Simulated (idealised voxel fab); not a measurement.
process module | voxel self aligned vias
cross-section cut | 155 nm wide | cells 5 nm
A cross-section is a grid of square cells, given in bands from the top down. A band is one or more rows of cells.
Each band's line starts with the height of the band's top and of its bottom, in nm. Then come its materials from left to right, each with its width in nm. One material with "throughout" fills the band from edge to edge. "air" is empty space.
Height 0 is the level under which the wafer as received is all one material. The lowest band goes on downwards, as in "0 down".
A width such as "30 to 40" changes by the same amount from each row of cells to the next, from the band's top row to its bottom row.
"no change" after a step means that no cell of the cross-section changed.
closed voids: empty space of 8 cells or more with no open way to the top, each as width x height at its distance from the left edge, in nm
after a step's settings: what the simulator itself notes on the step
overlay nm, on a step with a mask: how far to the right of its planned place the mask lay; to the left if negative
plan
1 op RECEIVE | material Si
2 op CONFORMAL_DEP | material SiO2 | thk nm 15
3 op CONFORMAL_DEP | material SiCN | thk nm 5
4 op DIRECTIONAL_DEP | material lowk | thk nm 30
5 op MASKED_ETCH | tone open | mask id LINES | width nm 30 | pitch nm 60 | etch materials lowk | depth nm 30 | overlay nm 0
6 op CONFORMAL_DEP | material TiN | thk nm 5
7 op FILL_DEP | material W | thk nm 5
8 op CMP | height nm 50
9 op SELECTIVE_ETCH | etch materials W Ru TiN | depth nm 5
10 op FILL_DEP | material SiN | thk nm 10
11 op CMP | height nm 50
12 op DIRECTIONAL_DEP | material lowk | thk nm 20
13 op DIRECTIONAL_DEP | material aC | thk nm 10
14 op PATTERN | tone open | mask id VIAS | material resist | width nm 40 | pitch nm 60 | thk nm 25 | overlay nm 0
15 op DIRECTIONAL_ETCH | etch materials aC | depth nm 10
16 op STRIP | etch materials resist
17 op DIRECTIONAL_ETCH | etch materials lowk | depth nm 20
18 op DIRECTIONAL_ETCH | etch materials SiN | depth nm 5
19 op STRIP | etch materials aC
20 op CONFORMAL_DEP | material TiN | thk nm 5
21 op FILL_DEP | material Ru | thk nm 5
22 op CMP | height nm 70
23 op CONFORMAL_DEP | material SiN | thk nm 5
first wafer, as planned
as received, after step 1
  0 down: Si throughout
  closed voids: none
after step 2
  15 to 0: SiO2 throughout
  below 0: unchanged
after step 3
  20 to 15: SiCN throughout
  below 15: unchanged
after step 4
  50 to 20: lowk throughout
  below 20: unchanged
after step 5
  50 to 20: lowk 30 | air 30 | lowk 30 | air 30 | lowk 35
  below 20: unchanged
after step 6
  55 to 50: TiN 35 | air 20 | TiN 40 | air 20 | TiN 40
  50 to 25: lowk 30 | TiN 5 | air 20 | TiN 5 | lowk 30 | TiN 5 | air 20 | TiN 5 | lowk 35
  25 to 20: lowk 30 | TiN 30 | lowk 30 | TiN 30 | lowk 35
  below 20: unchanged
after step 7
  60 to 55: W throughout
  55 to 50: TiN 35 | W 20 | TiN 40 | W 20 | TiN 40
  50 to 25: lowk 30 | TiN 5 | W 20 | TiN 5 | lowk 30 | TiN 5 | W 20 | TiN 5 | lowk 35
  below 25: unchanged
after step 8
  50 to 25: lowk 30 | TiN 5 | W 20 | TiN 5 | lowk 30 | TiN 5 | W 20 | TiN 5 | lowk 35
  below 25: unchanged
after step 9
  50 to 45: lowk 30 | air 30 | lowk 30 | air 30 | lowk 35
  below 45: unchanged
after step 10
  60 to 50: SiN throughout
  50 to 45: lowk 30 | SiN 30 | lowk 30 | SiN 30 | lowk 35
  below 45: unchanged
after step 11
  50 to 45: lowk 30 | SiN 30 | lowk 30 | SiN 30 | lowk 35
  below 45: unchanged
after step 12
  70 to 50: lowk throughout
  below 50: unchanged
after step 13
  80 to 70: aC throughout
  below 70: unchanged
after step 14
  105 to 80: resist 25 | air 40 | resist 20 | air 40 | resist 30
  below 80: unchanged
after step 15
  95 to 80: resist 25 | air 40 | resist 20 | air 40 | resist 30
  80 to 70: aC 25 | air 40 | aC 20 | air 40 | aC 30
  below 70: unchanged
after step 16
  80 to 70: aC 25 | air 40 | aC 20 | air 40 | aC 30
  below 70: unchanged
after step 17
  80 to 70: aC 25 | air 40 | aC 20 | air 40 | aC 30
  70 to 50: lowk 25 | air 40 | lowk 20 | air 40 | lowk 30
  below 50: unchanged
after step 18
  80 to 70: aC 25 | air 40 | aC 20 | air 40 | aC 30
  70 to 50: lowk 25 | air 40 | lowk 20 | air 40 | lowk 30
  50 to 45: lowk 30 | air 30 | lowk 30 | air 30 | lowk 35
  below 45: unchanged
after step 19
  70 to 50: lowk 25 | air 40 | lowk 20 | air 40 | lowk 30
  below 50: unchanged
after step 20
  75 to 70: TiN 30 | air 30 | TiN 30 | air 30 | TiN 35
  70 to 55: lowk 25 | TiN 5 | air 30 | TiN 5 | lowk 20 | TiN 5 | air 30 | TiN 5 | lowk 30
  55 to 50: lowk 25 | TiN 10 | air 20 | TiN 10 | lowk 20 | TiN 10 | air 20 | TiN 10 | lowk 30
  50 to 45: lowk 30 | TiN 30 | lowk 30 | TiN 30 | lowk 35
  below 45: unchanged
after step 21
  80 to 75: Ru throughout
  75 to 70: TiN 30 | Ru 30 | TiN 30 | Ru 30 | TiN 35
  70 to 55: lowk 25 | TiN 5 | Ru 30 | TiN 5 | lowk 20 | TiN 5 | Ru 30 | TiN 5 | lowk 30
  55 to 50: lowk 25 | TiN 10 | Ru 20 | TiN 10 | lowk 20 | TiN 10 | Ru 20 | TiN 10 | lowk 30
  below 50: unchanged
after step 22
  70 to 55: lowk 25 | TiN 5 | Ru 30 | TiN 5 | lowk 20 | TiN 5 | Ru 30 | TiN 5 | lowk 30
  below 55: unchanged
after step 23
  75 to 70: SiN throughout
  below 70: unchanged
second wafer: like start, like plan, one mistake. Through step 2 it matches the first wafer
when step 3 should have ended: no change
when step 4 should have ended
  45 to 15: lowk throughout
  below 15: unchanged
when step 5 should have ended
  45 to 15: lowk 30 | air 30 | lowk 30 | air 30 | lowk 35
  below 15: unchanged
when step 6 should have ended
  50 to 45: TiN 35 | air 20 | TiN 40 | air 20 | TiN 40
  45 to 20: lowk 30 | TiN 5 | air 20 | TiN 5 | lowk 30 | TiN 5 | air 20 | TiN 5 | lowk 35
  20 to 15: lowk 30 | TiN 30 | lowk 30 | TiN 30 | lowk 35
  below 15: unchanged
when step 7 should have ended
  55 to 50: W throughout
  50 to 45: TiN 35 | W 20 | TiN 40 | W 20 | TiN 40
  45 to 20: lowk 30 | TiN 5 | W 20 | TiN 5 | lowk 30 | TiN 5 | W 20 | TiN 5 | lowk 35
  below 20: unchanged
when step 8 should have ended
  50 to 45: TiN 35 | W 20 | TiN 40 | W 20 | TiN 40
  below 45: unchanged
when step 9 should have ended
  45 to 20: lowk 30 | TiN 5 | W 20 | TiN 5 | lowk 30 | TiN 5 | W 20 | TiN 5 | lowk 35
  below 20: unchanged
when step 10 should have ended
  55 to 45: SiN throughout
  below 45: unchanged
when step 11 should have ended
  50 to 45: SiN throughout
  below 45: unchanged
when step 12 should have ended
  70 to 50: lowk throughout
  below 50: unchanged
when step 13 should have ended
  80 to 70: aC throughout
  below 70: unchanged
when step 14 should have ended
  105 to 80: resist 25 | air 40 | resist 20 | air 40 | resist 30
  below 80: unchanged
when step 15 should have ended
  95 to 80: resist 25 | air 40 | resist 20 | air 40 | resist 30
  80 to 70: aC 25 | air 40 | aC 20 | air 40 | aC 30
  below 70: unchanged
when step 16 should have ended
  80 to 70: aC 25 | air 40 | aC 20 | air 40 | aC 30
  below 70: unchanged
when step 17 should have ended
  80 to 70: aC 25 | air 40 | aC 20 | air 40 | aC 30
  70 to 50: lowk 25 | air 40 | lowk 20 | air 40 | lowk 30
  below 50: unchanged
when step 18 should have ended
  80 to 70: aC 25 | air 40 | aC 20 | air 40 | aC 30
  70 to 50: lowk 25 | air 40 | lowk 20 | air 40 | lowk 30
  50 to 45: SiN 25 | air 40 | SiN 20 | air 40 | SiN 30
  below 45: unchanged
when step 19 should have ended
  70 to 50: lowk 25 | air 40 | lowk 20 | air 40 | lowk 30
  below 50: unchanged
when step 20 should have ended
  75 to 70: TiN 30 | air 30 | TiN 30 | air 30 | TiN 35
  70 to 50: lowk 25 | TiN 5 | air 30 | TiN 5 | lowk 20 | TiN 5 | air 30 | TiN 5 | lowk 30
  50 to 45: SiN 25 | TiN 40 | SiN 20 | TiN 40 | SiN 30
  below 45: unchanged
when step 21 should have ended
  80 to 75: Ru throughout
  75 to 70: TiN 30 | Ru 30 | TiN 30 | Ru 30 | TiN 35
  70 to 50: lowk 25 | TiN 5 | Ru 30 | TiN 5 | lowk 20 | TiN 5 | Ru 30 | TiN 5 | lowk 30
  below 50: unchanged
when step 22 should have ended
  70 to 50: lowk 25 | TiN 5 | Ru 30 | TiN 5 | lowk 20 | TiN 5 | Ru 30 | TiN 5 | lowk 30
  below 50: unchanged
when step 23 should have ended
  75 to 70: SiN throughout
  below 70: unchanged
what went wrong: step 3 was left out
at the end the second wafer has, in cells: 4 more of Ru | 31 fewer of SiCN | 15 more of SiN | 4 more of TiN | 8 more of W
